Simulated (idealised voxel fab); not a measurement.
Presented below is a process module, voxel tone inversion.
Section cut is 260 nm wide and gridded with 5 nm square cells.
Format of a cross-section: grid, square cells. Given as bands. Order: top down. Band: one or more rows of cells.
Look at the band entry: it leads with the top's height and the bottom's height in nm. Then it lists the materials left to right, with a width in nm for each. The word "all across" on a single material says that material fills the band edge to edge. The word "blank" is empty space.
Below 0: as-received wafer, all one material; heights counted from there. Lowest band: no bottom, goes on down, written "from 0 down".
Top row gets the first number, bottom row gets the second, and each row in between changes by the same step: that is how a band width like "30 to 40" works.
Reading "stayed the same" for a step: not a cell of the cross-section changed in it.
The label "Fully sealed cavities" introduces a list of the empty spaces, 8 cells or larger, that have no open way up to the top; each entry in it reads width x height at distance, where the distance is taken from the left edge and all three are stated in nm.
after a step's settings: what the simulator itself notes on the step
Each step line may optionally specify "overlay nm", which for a step with a mask gives the rightward distance between the mask's planned place and where it lay, a negative value indicating the leftward direction.
**The steps planned for the process are as follows**
| 1 | RECEIVE [material Si] |
| 2 | CONFORMAL_DEP [material SiCN] [thk nm 10] |
| 3 | DIRECTIONAL_DEP [material polySi] [thk nm 25] |
| 4 | PATTERN [tone cover] [mask id POSTS] [material resist] [width nm 20] [pitch nm 45] [thk nm 30] [overlay nm 0] |
| 5 | DIRECTIONAL_ETCH [etch materials polySi] [depth nm 25] |
| 6 | STRIP [etch materials resist] |
| 7 | FILL_DEP [material lowk] [thk nm 10] |
| 8 | CMP [height nm 35] |
| 9 | STRIP [etch materials polySi] |
**The cross-section here shows the wafer as received, i.e. in its state after step 1**
    from 0 down: Si all across
    Fully sealed cavities: none
**Post-module cross-section of the first of two wafers (run per plan)**
    from 35 to 10: 50 of lowk  20 of blank  25 of lowk  20 of blank  25 of lowk  20 of blank  25 of lowk  20 of blank  55 of lowk
    from 10 to 0: SiCN all across
    from 0 down: Si all across
    Fully sealed cavities: none
**Module end: cross-section of wafer two of two. Same start and process plan as the first wafer. One mistake during execution**
    from 35 to 10: 45 of lowk  20 of blank  25 of lowk  20 of blank  25 of lowk  20 of blank  25 of lowk  20 of blank  60 of lowk
    from 10 to 0: SiCN all across
    from 0 down: Si all across
    Fully sealed cavities: none
Deviation from plan: step 4 changed vs plan, executed as PATTERN [tone cover] [mask id POSTS] [material resist] [width nm 20] [pitch nm 45] [thk nm 30] [overlay nm -5]
Comparing end states, the material composition by cell count is preserved from the first wafer to the second, while the locations of the cells are not.
